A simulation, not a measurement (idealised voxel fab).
Herein follows the process module entitled voxel wiring stack.
FYI the section here is cut, 250 nm wide, cells are 5 nm squares.
Cross-section format: a grid of square cells, given as bands from top to bottom; each band is one or more rows of cells.
Within each band entry, the heights of the top and of the bottom of the band appear first, in that order and in nm; the materials of the band then follow from left to right, each with its corresponding width in nm. The designation "full width" on a single material indicates that it fills the band from edge to edge; the designation "air" indicates empty space.
Heights from 0 (as-received wafer is one material below). Bottom band endless downward, as "0 -> down".
Read "30 to 40" as a graded width: first number on top, second number at the bottom, same change between each pair of neighbouring rows.
A step reported as "no modifications" is a step in which no cell of the cross-section changed.
In the "Closed cavities" entry, you get each enclosed empty space of 8 cells or more, one with no open way to the top, written width x height at distance, distance from the left edge, in nm.
What comes after the settings on a step's line is commentary from the simulator itself on that step.
On any step carrying a mask, the "overlay nm" setting, if present on the step's line, tells how far right of its planned place the mask lay; negative values point to the left.
Note: before/after cross-section pairs follow, one process step per pair, after-side truncated at the lowest changed band, step and settings given beneath. Different runs of this module on the same starting wafer may supply the pairs; a pair continues the one above only where the "Geometry before processing" entry says so.
Geometry before processing:
  135 -> 115 | 80 of resist / 15 of air / 20 of resist / 15 of air / 20 of resist / 15 of air / 85 of resist
  115 -> 100 | 80 of lowk / 15 of air / 5 of resist / 15 of lowk / 15 of air / 5 of resist / 15 of lowk / 15 of air / 5 of resist / 80 of lowk
  100 -> 90 | 80 of lowk / 15 of air / 20 of lowk / 15 of air / 20 of lowk / 15 of air / 85 of lowk
  90 -> 85 | 80 of SiCN / 15 of air / 20 of SiCN / 15 of air / 20 of SiCN / 15 of air / 85 of SiCN
  85 -> 60 | 75 of SiO2 / 5 of SiN / 20 of W / 5 of SiN / 5 of SiO2 / 5 of SiN / 20 of W / 5 of SiN / 5 of SiO2 / 5 of SiN / 20 of W / 5 of SiN / 75 of SiO2
  60 -> 55 | 80 of SiN / 20 of TiN / 15 of SiN / 20 of TiN / 15 of SiN / 20 of TiN / 80 of SiN
  55 -> 40 | 80 of SiO2 / 5 of TiN / 5 of W / 5 of TiN / 55 of SiO2 / 5 of TiN / 5 of W / 5 of TiN / 85 of SiO2
  40 -> 35 | 80 of SiCN / 15 of TiN / 55 of SiCN / 15 of TiN / 85 of SiCN
  35 -> 30 | 75 of SiCN / 30 of Ru / 5 of SiCN / 30 of Ru / 5 of SiCN / 30 of Ru / 75 of SiCN
  30 -> 20 | 80 of SiO2 / 5 of TiN / 10 of Cu / 5 of TiN / 15 of SiO2 / 5 of TiN / 10 of Cu / 5 of TiN / 15 of SiO2 / 5 of TiN / 10 of Cu / 5 of TiN / 80 of SiO2
  20 -> 15 | 80 of SiO2 / 20 of TiN / 15 of SiO2 / 20 of TiN / 15 of SiO2 / 20 of TiN / 80 of SiO2
  15 -> 10 | Ru full width
  10 -> 0 | SiO2 full width
  0 -> down | Si full width
  Closed cavities: none
Section After Processing:
  115 -> 100 | 80 of lowk / 20 of air / 15 of lowk / 20 of air / 15 of lowk / 20 of air / 80 of lowk
  Nothing below the height 100 has changed.
  Closed cavities: none
Step linking the sections shown: op STRIP | etch materials resist
Geometry before processing: see preceding pair, after cross-section.
Section After Processing:
  120 -> 115 | 85 of TiN / 10 of air / 25 of TiN / 10 of air / 25 of TiN / 10 of air / 85 of TiN
  115 -> 105 | 80 of lowk / 5 of TiN / 10 of air / 5 of TiN / 15 of lowk / 5 of TiN / 10 of air / 5 of TiN / 15 of lowk / 5 of TiN / 10 of air / 5 of TiN / 80 of lowk
  105 -> 100 | 80 of lowk / 5 of TiN / 5 of air / 10 of TiN / 15 of lowk / 5 of TiN / 5 of air / 10 of TiN / 15 of lowk / 5 of TiN / 5 of air / 10 of TiN / 80 of lowk
  100 -> 90 | 80 of lowk / 5 of TiN / 5 of air / 5 of TiN / 20 of lowk / 5 of TiN / 5 of air / 5 of TiN / 20 of lowk / 5 of TiN / 5 of air / 5 of TiN / 85 of lowk
  90 -> 85 | 80 of SiCN / 15 of TiN / 20 of SiCN / 15 of TiN / 20 of SiCN / 15 of TiN / 85 of SiCN
  Nothing below the height 85 has changed.
  Closed cavities: none
Step linking the sections shown: op CONFORMAL_DEP | material TiN | thk nm 5
Geometry before processing: see preceding pair, after cross-section.
Section After Processing:
  130 -> 120 | Cu full width
  120 -> 115 | 85 of TiN / 10 of Cu / 25 of TiN / 10 of Cu / 25 of TiN / 10 of Cu / 85 of TiN
  115 -> 105 | 80 of lowk / 5 of TiN / 10 of Cu / 5 of TiN / 15 of lowk / 5 of TiN / 10 of Cu / 5 of TiN / 15 of lowk / 5 of TiN / 10 of Cu / 5 of TiN / 80 of lowk
  105 -> 100 | 80 of lowk / 5 of TiN / 5 of Cu / 10 of TiN / 15 of lowk / 5 of TiN / 5 of Cu / 10 of TiN / 15 of lowk / 5 of TiN / 5 of Cu / 10 of TiN / 80 of lowk
  100 -> 90 | 80 of lowk / 5 of TiN / 5 of Cu / 5 of TiN / 20 of lowk / 5 of TiN / 5 of Cu / 5 of TiN / 20 of lowk / 5 of TiN / 5 of Cu / 5 of TiN / 85 of lowk
  Nothing below the height 90 has changed.
  Closed cavities: none
Step linking the sections shown: op FILL_DEP | material Cu | thk nm 10
Geometry before processing: see preceding pair, after cross-section.
Section After Processing:
  115 -> 105 | 80 of lowk / 5 of TiN / 10 of Cu / 5 of TiN / 15 of lowk / 5 of TiN / 10 of Cu / 5 of TiN / 15 of lowk / 5 of TiN / 10 of Cu / 5 of TiN / 80 of lowk
  Nothing below the height 105 has changed.
  Closed cavities: none
Step linking the sections shown: op CMP | height nm 115
Geometry before processing: see preceding pair, after cross-section.
Section After Processing:
  120 -> 115 | SiN full width
  Nothing below the height 115 has changed.
  Closed cavities: none
Step linking the sections shown: op CONFORMAL_DEP | material SiN | thk nm 5
Geometry before processing:
  115 -> 100 | 80 of lowk / 20 of air / 15 of lowk / 20 of air / 15 of lowk / 20 of air / 80 of lowk
  100 -> 90 | lowk full width
  90 -> 85 | SiCN full width
  85 -> 60 | 75 of SiO2 / 5 of SiN / 20 of W / 5 of SiN / 5 of SiO2 / 5 of SiN / 20 of W / 5 of SiN / 5 of SiO2 / 5 of SiN / 20 of W / 5 of SiN / 75 of SiO2
  60 -> 55 | 80 of SiN / 20 of TiN / 15 of SiN / 20 of TiN / 15 of SiN / 20 of TiN / 80 of SiN
  55 -> 40 | 80 of SiO2 / 5 of TiN / 5 of W / 5 of TiN / 55 of SiO2 / 5 of TiN / 5 of W / 5 of TiN / 85 of SiO2
  40 -> 35 | 80 of SiCN / 15 of TiN / 55 of SiCN / 15 of TiN / 85 of SiCN
  35 -> 30 | 75 of SiCN / 30 of Ru / 5 of SiCN / 30 of Ru / 5 of SiCN / 30 of Ru / 75 of SiCN
  30 -> 15 | 80 of SiO2 / 5 of TiN / 10 of Cu / 5 of TiN / 15 of SiO2 / 5 of TiN / 10 of Cu / 5 of TiN / 15 of SiO2 / 5 of TiN / 10 of Cu / 5 of TiN / 80 of SiO2
  15 -> 10 | 80 of SiCN / 20 of TiN / 15 of SiCN / 20 of TiN / 15 of SiCN / 20 of TiN / 80 of SiCN
  10 -> 0 | SiO2 full width
  0 -> down | Si full width
  Closed cavities: none
Section After Processing:
  135 -> 115 | 80 of air / 15 of resist / 20 of air / 15 of resist / 20 of air / 15 of resist / 85 of air
  115 -> 100 | 80 of lowk / 15 of resist / 5 of air / 15 of lowk / 15 of resist / 5 of air / 15 of lowk / 15 of resist / 5 of air / 80 of lowk
  Nothing below the height 100 has changed.
  Closed cavities: none
Step linking the sections shown: op PATTERN | tone cover | mask id METAL_3_HOLES | material resist | width nm 15 | pitch nm 35 | thk nm 20 | overlay nm 0
Geometry before processing: see preceding pair, after cross-section.
Section After Processing:
  135 -> 105 | 80 of air / 15 of resist / 20 of air / 15 of resist / 20 of air / 15 of resist / 85 of air
  105 -> 100 | 80 of lowk / 15 of resist / 5 of air / 15 of lowk / 15 of resist / 5 of air / 15 of lowk / 15 of resist / 5 of air / 80 of lowk
  100 -> 90 | 95 of lowk / 5 of air / 30 of lowk / 5 of air / 30 of lowk / 5 of air / 80 of lowk
  Nothing below the height 90 has changed.
  Closed cavities: none
Step linking the sections shown: op DIRECTIONAL_ETCH | etch materials lowk | depth nm 10
Geometry before processing: see preceding pair, after cross-section.
Section After Processing:
  135 -> 105 | 80 of air / 15 of resist / 20 of air / 15 of resist / 20 of air / 15 of resist / 85 of air
  105 -> 100 | 80 of lowk / 15 of resist / 5 of air / 15 of lowk / 15 of resist / 5 of air / 15 of lowk / 15 of resist / 5 of air / 80 of lowk
  100 -> 90 | 95 of lowk / 5 of air / 30 of lowk / 5 of air / 30 of lowk / 5 of air / 80 of lowk
  90 -> 85 | 95 of SiCN / 5 of air / 30 of SiCN / 5 of air / 30 of SiCN / 5 of air / 80 of SiCN
  Nothing below the height 85 has changed.
  Closed cavities: none
Step linking the sections shown: op DIRECTIONAL_ETCH | etch materials SiCN | depth nm 5
Geometry before processing: see preceding pair, after cross-section.
Section After Processing:
  105 -> 100 | 80 of lowk / 20 of air / 15 of lowk / 20 of air / 15 of lowk / 20 of air / 80 of lowk
  Nothing below the height 100 has changed.
  Closed cavities: none
Step linking the sections shown: op STRIP | etch materials resist
Geometry before processing: see preceding pair, after cross-section.
Section After Processing:
  110 -> 105 | 85 of TiN / 10 of air / 25 of TiN / 10 of air / 25 of TiN / 10 of air / 85 of TiN
  105 -> 100 | 80 of lowk / 20 of TiN / 15 of lowk / 20 of TiN / 15 of lowk / 20 of TiN / 80 of lowk
  100 -> 90 | 95 of lowk / 5 of TiN / 30 of lowk / 5 of TiN / 30 of lowk / 5 of TiN / 80 of lowk
  90 -> 85 | 95 of SiCN / 5 of TiN / 30 of SiCN / 5 of TiN / 30 of SiCN / 5 of TiN / 80 of SiCN
  Nothing below the height 85 has changed.
  Closed cavities: none
Step linking the sections shown: op CONFORMAL_DEP | material TiN | thk nm 5
Geometry before processing: see preceding pair, after cross-section.
Section After Processing:
  120 -> 110 | Cu full width
  110 -> 105 | 85 of TiN / 10 of Cu / 25 of TiN / 10 of Cu / 25 of TiN / 10 of Cu / 85 of TiN
  Nothing below the height 105 has changed.
  Closed cavities: none
Step linking the sections shown: op FILL_DEP | material Cu | thk nm 10
Geometry before processing: see preceding pair, after cross-section.
Section After Processing:
  115 -> 110 | Cu full width
  Nothing below the height 110 has changed.
  Closed cavities: none
Step linking the sections shown: op CMP | height nm 115
Geometry before processing: see preceding pair, after cross-section.
Section After Processing:
  120 -> 115 | SiN full width
  Nothing below the height 115 has changed.
  Closed cavities: none
Step linking the sections shown: op CONFORMAL_DEP | material SiN | thk nm 5
